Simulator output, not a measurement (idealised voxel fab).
process module | voxel double patterning
cross-section cut | 235 nm wide | cells 5 nm
A cross-section is a grid of square cells, given in bands from the top down. A band is one or more rows of cells.
Each band's line starts with the height of the band's top and of its bottom, in nm. Then come its materials from left to right, each with its width in nm. One material with "throughout" fills the band from edge to edge. "air" is empty space.
Height 0 is the level under which the wafer as received is all one material. The lowest band goes on downwards, as in "0 down".
A width such as "30 to 40" changes by the same amount from each row of cells to the next, from the band's top row to its bottom row.
"no change" after a step means that no cell of the cross-section changed.
closed voids: empty space of 8 cells or more with no open way to the top, each as width x height at its distance from the left edge, in nm
after a step's settings: what the simulator itself notes on the step
overlay nm, on a step with a mask: how far to the right of its planned place the mask lay; to the left if negative
plan
1 op RECEIVE | material Si
2 op CONFORMAL_DEP | material SiO2 | thk nm 10
3 op DIRECTIONAL_DEP | material W | thk nm 15
4 op DIRECTIONAL_DEP | material SiN | thk nm 10
5 op MASKED_ETCH | tone open | mask id FIRST | width nm 15 | pitch nm 50 | etch materials SiN | depth nm 10 | overlay nm 0
6 op DIRECTIONAL_DEP | material aC | thk nm 15
7 op PATTERN | tone open | mask id SECOND | material resist | width nm 15 | pitch nm 50 | thk nm 35 | overlay nm 0
8 op DIRECTIONAL_ETCH | etch materials aC | depth nm 15
9 op STRIP | etch materials resist
10 op DIRECTIONAL_ETCH | etch materials SiN | depth nm 10
11 op STRIP | etch materials aC
12 op DIRECTIONAL_ETCH | etch materials W | depth nm 15
13 op STRIP | etch materials SiN
first wafer, as planned
as received, after step 1
  0 down: Si throughout
  closed voids: none
after step 2
  10 to 0: SiO2 throughout
  below 0: unchanged
after step 3
  25 to 10: W throughout
  below 10: unchanged
after step 4
  35 to 25: SiN throughout
  below 25: unchanged
after step 5
  35 to 25: SiN 60 | air 15 | SiN 35 | air 15 | SiN 35 | air 15 | SiN 60
  below 25: unchanged
after step 6
  50 to 40: aC 60 | air 15 | aC 35 | air 15 | aC 35 | air 15 | aC 60
  40 to 35: aC throughout
  35 to 25: SiN 60 | aC 15 | SiN 35 | aC 15 | SiN 35 | aC 15 | SiN 60
  below 25: unchanged
after step 7
  85 to 50: resist 85 | air 15 | resist 35 | air 15 | resist 85
  50 to 40: aC 60 | resist 15 | aC 35 | resist 15 | aC 35 | resist 15 | aC 60
  below 40: unchanged
after step 8
  70 to 50: resist 85 | air 15 | resist 35 | air 15 | resist 85
  50 to 40: aC 60 | resist 15 | aC 10 | air 15 | aC 10 | resist 15 | aC 10 | air 15 | aC 10 | resist 15 | aC 60
  40 to 35: aC 85 | air 15 | aC 35 | air 15 | aC 85
  below 35: unchanged
after step 9
  50 to 40: aC 60 | air 15 | aC 10 | air 15 | aC 10 | air 15 | aC 10 | air 15 | aC 10 | air 15 | aC 60
  below 40: unchanged
after step 10
  50 to 40: aC 60 | air 15 | aC 10 | air 15 | aC 10 | air 15 | aC 10 | air 15 | aC 10 | air 15 | aC 60
  40 to 35: aC 85 | air 15 | aC 35 | air 15 | aC 85
  35 to 25: SiN 60 | aC 15 | SiN 10 | air 15 | SiN 10 | aC 15 | SiN 10 | air 15 | SiN 10 | aC 15 | SiN 60
  below 25: unchanged
after step 11
  35 to 25: SiN 60 | air 15 | SiN 10 | air 15 | SiN 10 | air 15 | SiN 10 | air 15 | SiN 10 | air 15 | SiN 60
  below 25: unchanged
after step 12
  35 to 25: SiN 60 | air 15 | SiN 10 | air 15 | SiN 10 | air 15 | SiN 10 | air 15 | SiN 10 | air 15 | SiN 60
  25 to 10: W 60 | air 15 | W 10 | air 15 | W 10 | air 15 | W 10 | air 15 | W 10 | air 15 | W 60
  below 10: unchanged
after step 13
  25 to 10: W 60 | air 15 | W 10 | air 15 | W 10 | air 15 | W 10 | air 15 | W 10 | air 15 | W 60
  below 10: unchanged
second wafer: like start, like plan, one mistake. Through step 6 it matches the first wafer
when step 7 should have ended
  85 to 50: air 85 | resist 15 | air 35 | resist 15 | air 85
  below 50: unchanged
when step 8 should have ended
  70 to 50: air 85 | resist 15 | air 35 | resist 15 | air 85
  50 to 35: air 85 | aC 15 | air 35 | aC 15 | air 85
  35 to 25: SiN 60 | air 15 | SiN 35 | air 15 | SiN 35 | air 15 | SiN 60
  below 25: unchanged
when step 9 should have ended
  50 to 35: air 85 | aC 15 | air 35 | aC 15 | air 85
  below 35: unchanged
when step 10 should have ended
  50 to 35: air 85 | aC 15 | air 35 | aC 15 | air 85
  35 to 25: air 85 | SiN 15 | air 35 | SiN 15 | air 85
  below 25: unchanged
when step 11 should have ended
  35 to 25: air 85 | SiN 15 | air 35 | SiN 15 | air 85
  below 25: unchanged
when step 12 should have ended
  35 to 25: air 85 | SiN 15 | air 35 | SiN 15 | air 85
  25 to 10: air 85 | W 15 | air 35 | W 15 | air 85
  below 10: unchanged
when step 13 should have ended
  25 to 10: air 85 | W 15 | air 35 | W 15 | air 85
  below 10: unchanged
what went wrong: step 7 ran as: op PATTERN | tone cover | mask id SECOND | material resist | width nm 15 | pitch nm 50 | thk nm 35 | overlay nm 0
at the end the second wafer has, in cells: 78 fewer of W
